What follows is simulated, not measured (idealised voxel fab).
Documented hereafter: the process module known as voxel self aligned contacts.
In the cross-section labelled cut, the width is 200 nm and each square cell is 5 nm.
Just so we're on the same page, the cross-sections are grids of square cells, and they're listed out in bands top to bottom, each band one or more rows deep.
The band entry comprises the height of the band's top followed by the height of its bottom, expressed in nm, and subsequently the band's materials from left to right, each stated together with its width in nm. Where a single material is marked with the word "throughout", that material fills the band from edge to edge. The word "blank" represents empty space.
The reference from which all heights are counted is 0, the level beneath which the as-received wafer is entirely one material; the lowest band, having no lower bound, proceeds downward and is written after the example "z 0 and below".
It should be noted that a width expressed as "30->40" varies in equal increments from row to row of cells within the band, taking the value of the first number at the top row and that of the second number at the bottom row.
No cell of the cross-section changed in a step that is given as "left unchanged".
Heads up: "Internal closed voids" only lists the empty pockets with no open path to the top that are 8 cells or more, and it writes them as width x height at distance, distance from the left edge, in nm.
Heads up: the bit after the settings on a step's line is the simulator's remark on that step.
overlay nm, on a step with a mask: how far to the right of its planned place the mask lay; to the left if negative

### The process steps that were planned are listed below
1. RECEIVE | material Si
2. OXIDIZE | depth nm 5
3. DIRECTIONAL_DEP | material polySi | thk nm 30
4. DIRECTIONAL_DEP | material SiN | thk nm 25
5. MASKED_ETCH | tone cover | mask id GATE | width nm 25 | pitch nm 60 | etch materials SiN | depth nm 25 | overlay nm 0
6. MASKED_ETCH | tone cover | mask id GATE | width nm 25 | pitch nm 60 | etch materials polySi | depth nm 30 | overlay nm 0
7. CONFORMAL_DEP | material SiN | thk nm 10
8. DIRECTIONAL_ETCH | etch materials SiN | depth nm 10
9. FILL_DEP | material SiO2 | thk nm 15
10. CMP | height nm 65
11. MASKED_ETCH | tone open | mask id CONTACT | width nm 45 | pitch nm 60 | etch materials SiO2 | depth nm 70 | overlay nm 0
12. CONFORMAL_DEP | material TiN | thk nm 5
13. FILL_DEP | material W | thk nm 10
14. CMP | height nm 65
15. CONFORMAL_DEP | material SiCN | thk nm 5

### This is the cross-section of the wafer as we received it, i.e. after step 1
z 0 and below = Si throughout
Internal closed voids: none

### The first of two wafers, cross-sectioned at the end of the module, with the run proceeding as planned
z 70 to 65 = SiCN throughout
z 65 to 55 = SiO2 (45) / TiN (5->20) / W (35->5) / TiN (5->20) / SiO2 (15) / TiN (5->20) / W (35->5) / TiN (5->20) / SiO2 (50)
z 55 to 30 = SiO2 (15) / SiN (45) / TiN (5) / W (5) / TiN (5) / SiN (45) / TiN (5) / W (5) / TiN (5) / SiN (45) / SiO2 (20)
z 30 to 0 = SiO2 (15) / SiN (10) / polySi (25) / SiN (10) / TiN (5) / W (5) / TiN (5) / SiN (10) / polySi (25) / SiN (10) / TiN (5) / W (5) / TiN (5) / SiN (10) / polySi (25) / SiN (10) / SiO2 (20)
z 0 to -5 = SiO2 (60) / TiN (15) / SiO2 (45) / TiN (15) / SiO2 (65)
z -5 and below = Si throughout
Internal closed voids: none

### So this is wafer number two of the two, cut at the end of the module - it started where the first did and had the same plan, we just got one thing wrong running it
z 70 to 65 = SiCN throughout
z 65 to 55 = SiO2 (50) / TiN (5->15) / W (35->5) / TiN (5->25) / SiO2 (15) / TiN (5->15) / W (35->5) / TiN (5->25) / SiO2 (45)
z 55 to 30 = SiO2 (15) / SiN (45) / TiN (5) / W (5) / TiN (5) / SiN (45) / TiN (5) / W (5) / TiN (5) / SiN (45) / SiO2 (20)
z 30 to 0 = SiO2 (15) / SiN (10) / polySi (25) / SiN (10) / TiN (5) / W (5) / TiN (5) / SiN (10) / polySi (25) / SiN (10) / TiN (5) / W (5) / TiN (5) / SiN (10) / polySi (25) / SiN (10) / SiO2 (20)
z 0 to -5 = SiO2 (60) / TiN (15) / SiO2 (45) / TiN (15) / SiO2 (65)
z -5 and below = Si throughout
Internal closed voids: none
Error vs. plan: contrary to plan, step 11 was performed as MASKED_ETCH | tone open | mask id CONTACT | width nm 45 | pitch nm 60 | etch materials SiO2 | depth nm 70 | overlay nm 5
Upon completion, the cell count for each material on the second wafer equals that on the first, whereas the spatial distribution of those cells differs.
